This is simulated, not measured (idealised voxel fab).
Title: Process Module voxel quadruple lines
For reference, the cross-section in this document is cut, with width 220 nm and square cells of 5 nm.
Cross-section spec: square-cell grid; bands listed top down; each band is one or more rows.
For a band, the entry starts with two heights in nm, that of the top and then that of the bottom, and carries on with the band's materials in order from left to right, each alongside its width in nm; the word "edge to edge" beside a single material means it fills the band edge to edge, and "empty" means empty space.
Height is counted from the level 0, under which the received wafer is composed throughout of one material. The lowest of the bands is not closed at the bottom but continues downward, in the notation "0 and below".
A width such as "30 to 40" changes by the same amount from each row of cells to the next, from the band's top row to its bottom row.
Step note "stayed the same" = no cross-section cell changed.
Empty spaces without an open route to the top, at least 8 cells in extent, make up the entry "Listed closed voids"; each is given as width x height at distance, where the distance is measured from the left edge, and all are in nm.
If you see something after the settings on a step's line, that's the simulator's own remark about that step.
What "overlay nm" on a step's line means: if the step has a mask, that mask lay this far to the right of its planned place, or, when the value is negative, to the left.
This section lists the process steps that were planned:
1. RECEIVE | material Si
2. CONFORMAL_DEP | material SiO2 | thk nm 5
3. DIRECTIONAL_DEP | material W | thk nm 15
4. DIRECTIONAL_DEP | material polySi | thk nm 20
5. DIRECTIONAL_DEP | material aC | thk nm 20
6. PATTERN | tone cover | mask id MANDREL | material resist | width nm 25 | thk nm 30 | overlay nm 0
7. DIRECTIONAL_ETCH | etch materials aC | depth nm 20
8. STRIP | etch materials resist
9. CONFORMAL_DEP | material SiO2 | thk nm 15
10. DIRECTIONAL_ETCH | etch materials SiO2 | depth nm 15
11. STRIP | etch materials aC
12. DIRECTIONAL_ETCH | etch materials polySi | depth nm 20
13. STRIP | etch materials SiO2
14. CONFORMAL_DEP | material SiCN | thk nm 5
15. DIRECTIONAL_ETCH | etch materials SiCN | depth nm 5
16. STRIP | etch materials polySi
17. DIRECTIONAL_ETCH | etch materials W | depth nm 15
18. STRIP | etch materials SiCN
19. FILL_DEP | material lowk | thk nm 10
20. CMP | height nm 20
Here's what the wafer looked like in cross-section when it arrived - that's after step 1:
> 0 and below  Si edge to edge
> Listed closed voids: none
Cross-section, first of two wafers, end of module, run as planned:
> 20 down to 5  lowk 75 nm, then W 5 nm, then lowk 15 nm, then W 5 nm, then lowk 15 nm, then W 5 nm, then lowk 15 nm, then W 5 nm, then lowk 80 nm
> 5 down to 0  SiO2 edge to edge
> 0 and below  Si edge to edge
> Listed closed voids: none
So this is wafer number two of the two, cut at the end of the module - it started where the first did and had the same plan, we just got one thing wrong running it:
> 20 down to 5  lowk 75 nm, then W 5 nm, then lowk 15 nm, then W 5 nm, then lowk 15 nm, then W 5 nm, then lowk 15 nm, then W 5 nm, then lowk 80 nm
> 5 down to 0  W edge to edge
> 0 and below  Si edge to edge
> Listed closed voids: none
It is concluded that the wafer was processed incorrectly with respect to the plan, in that for step 2, the planned setting was not used; the step was instead run as CONFORMAL_DEP | material W | thk nm 5
Upon completion, the second wafer contains, in terms of cells, a greater or smaller amount of certain materials than the first wafer: 44 fewer of SiO2, 44 more of W
